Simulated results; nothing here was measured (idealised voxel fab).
This section sets out a process module, namely voxel capacitor over wiring.
Cross-section cut: width 300 nm, square cells of 5 nm.
Square cells in a grid make up a cross-section in this document, and the grid is given as bands, listed from the top down, each one or more rows of cells.
Band: top and bottom heights (nm) first, top before bottom; then materials from left to right, widths in nm. "throughout" marks a sole material filling the band edge to edge. "empty" denotes empty space.
Beneath 0, the wafer as received is one material, and that level is where height counting begins. The lowest band goes on downward without a bottom; it is written like "0 nm and below".
A width given as "30->40" starts at the first number in the band's top row and ends at the second number in its bottom row, shifting by an equal amount at every step from row to row.
Step marked "nothing changed"? Then no cell in the cross-section changed in it.
What "Tabulated closed voids" gives you is every empty space of 8 cells or more that is cut off from the top. Each appears as width x height at distance, with the distance taken from the left edge and width, height and distance all in nm.
Where a step's line continues beyond its settings, the continuation is a remark by the simulator itself on that step.
When a step includes a mask, the "overlay nm" setting on its line states how far to the right of its planned place that mask lay, and negative values state how far to the left.
The following list gives the planned process steps
1,RECEIVE with material Si
2,CONFORMAL_DEP with material SiO2, thk nm 15
3,DIRECTIONAL_DEP with material TiN, thk nm 5
4,DIRECTIONAL_DEP with material Ru, thk nm 20
5,DIRECTIONAL_DEP with material aC, thk nm 15
6,PATTERN with tone cover, mask id METAL_1, material resist, width nm 25, pitch nm 90, thk nm 35, overlay nm 0
7,DIRECTIONAL_ETCH with etch materials aC, depth nm 15
8,STRIP with etch materials resist
9,DIRECTIONAL_ETCH with etch materials Ru, depth nm 20
10,DIRECTIONAL_ETCH with etch materials TiN, depth nm 5
11,STRIP with etch materials aC
12,FILL_DEP with material lowk, thk nm 10
13,CMP with height nm 40
14,CONFORMAL_DEP with material SiCN, thk nm 5
15,DIRECTIONAL_DEP with material lowk, thk nm 20
16,PATTERN with tone open, mask id PLUG_1, material resist, width nm 15, thk nm 20, overlay nm 0
17,DIRECTIONAL_ETCH with etch materials lowk, depth nm 20
18,DIRECTIONAL_ETCH with etch materials SiCN, depth nm 5
19,STRIP with etch materials resist
20,CONFORMAL_DEP with material TiN, thk nm 5
21,FILL_DEP with material W, thk nm 10
22,CMP with height nm 65
23,DIRECTIONAL_DEP with material TiN, thk nm 5
24,DIRECTIONAL_DEP with material Al2O3, thk nm 5
25,DIRECTIONAL_DEP with material TiN, thk nm 10
26,DIRECTIONAL_DEP with material aC, thk nm 15
27,PATTERN with tone cover, mask id UPPER_PLATE, material resist, width nm 70, thk nm 30, overlay nm 0
28,DIRECTIONAL_ETCH with etch materials aC, depth nm 15
29,STRIP with etch materials resist
30,DIRECTIONAL_ETCH with etch materials TiN, depth nm 10
31,DIRECTIONAL_ETCH with etch materials Al2O3, depth nm 5
32,STRIP with etch materials aC
33,MASKED_ETCH with tone cover, mask id LOWER_PLATE, width nm 80, etch materials TiN, depth nm 5, overlay nm 0
34,FILL_DEP with material SiO2, thk nm 20
35,CMP with height nm 100
36,PATTERN with tone open, mask id PLUG_2, material resist, width nm 15, thk nm 20, overlay nm 0
37,DIRECTIONAL_ETCH with etch materials SiO2, depth nm 15
38,STRIP with etch materials resist
39,CONFORMAL_DEP with material TiN, thk nm 5
40,FILL_DEP with material Ru, thk nm 5
41,CMP with height nm 100
42,CONFORMAL_DEP with material SiN, thk nm 5
As received (post step 1): cross-section
- 0 nm and below = Si throughout
- Tabulated closed voids: none
What the wafer looks like in cross-section after this module, when it starts as shown above and follows the plan above but one mistake is made in running it
- 105 nm to 100 nm = SiN throughout
- 100 nm to 90 nm = SiO2 (110) / TiN (5) / Ru (5) / TiN (5) / SiO2 (175)
- 90 nm to 85 nm = SiO2 (110) / TiN (15) / SiO2 (175)
- 85 nm to 75 nm = SiO2 (100) / TiN (70) / SiO2 (130)
- 75 nm to 70 nm = SiO2 (100) / Al2O3 (70) / SiO2 (130)
- 70 nm to 65 nm = SiO2 (95) / TiN (80) / SiO2 (125)
- 65 nm to 45 nm = lowk (100) / TiN (5) / W (5) / TiN (5) / lowk (185)
- 45 nm to 40 nm = SiCN (100) / TiN (15) / SiCN (185)
- 40 nm to 20 nm = lowk (90) / Ru (25) / lowk (65) / Ru (25) / lowk (95)
- 20 nm to 5 nm = SiO2 throughout
- 5 nm to 0 nm = TiN throughout
- 0 nm and below = Si throughout
- Tabulated closed voids: none
What went wrong in running the wafer? the processing plan was not followed for steps 2 and 3, which were run with their positions exchanged
